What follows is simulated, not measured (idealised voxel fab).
voxel released beams: a process module
Cross-section cut: width 250 nm, square cells of 5 nm.
Reading order for cross-sections: top band down to bottom band. Underlying form: a grid of square cells. Band size: one or more rows of cells.
Top height, bottom height, nm. Materials left to right, width each, nm. Single material + "everywhere" = fills band edge to edge. "empty" = empty.
Below 0: as-received wafer, all one material; heights counted from there. Lowest band: no bottom, goes on down, written "0..down".
A width such as "30..40" changes by the same amount from each row of cells to the next, from the band's top row to its bottom row.
"no modifications" for a step: no cell of the cross-section changed in that step.
Basically, "Voids, fully enclosed" tells you about the enclosed voids: empty spaces with no open way to the top, 8 cells or bigger, each written width x height at distance, where distance is from the left edge, all in nm.
Read whatever lies past the settings on a step's line as the simulator's own remark about the step.
A step's line can hold "overlay nm"; with a mask on that step, the setting says how far right of the planned place the mask lay, while a negative setting says it lay to the left.

Intended process steps:
1,RECEIVE,material Si
2,CONFORMAL_DEP,material SiN,thk nm 5
3,DIRECTIONAL_DEP,material SiO2,thk nm 10
4,MASKED_ETCH,tone open,mask id ANCHOR,width nm 40,etch materials SiO2,depth nm 10,overlay nm 0
5,CONFORMAL_DEP,material polySi,thk nm 15
6,DIRECTIONAL_DEP,material aC,thk nm 10
7,PATTERN,tone cover,mask id BEAM,material resist,width nm 115,thk nm 25,overlay nm 0
8,DIRECTIONAL_ETCH,etch materials aC,depth nm 10
9,STRIP,etch materials resist
10,DIRECTIONAL_ETCH,etch materials polySi,depth nm 15
11,STRIP,etch materials aC
12,STRIP,etch materials SiO2

Shown in cross-section is the wafer as received, that is, as it stands after step 1:
- 0..down | Si everywhere
- Voids, fully enclosed: none

Run as planned - first of the two wafers cross-sectioned at the end of the module:
- 30..20 | 65 empty / 20 polySi / 10 empty / 85 polySi / 70 empty
- 20..15 | 65 empty / 115 polySi / 70 empty
- 15..5 | 70 empty / 40 polySi / 140 empty
- 5..0 | SiN everywhere
- 0..down | Si everywhere
- Voids, fully enclosed: none

Second wafer through the module, sectioned at the end: same beginning and same plan as the first wafer, with one mistake in carrying it out:
- 25..15 | 65 empty / 20 polySi / 10 empty / 85 polySi / 70 empty
- 15..10 | 65 empty / 115 polySi / 70 empty
- 10..0 | 70 empty / 40 polySi / 140 empty
- 0..down | Si everywhere
- Voids, fully enclosed: none
What was done differently from what was planned? the plan's step 2 went unexecuted, having been skipped
Count the cells at the end and the second wafer has more or fewer of some materials than the first: 50 fewer of SiN
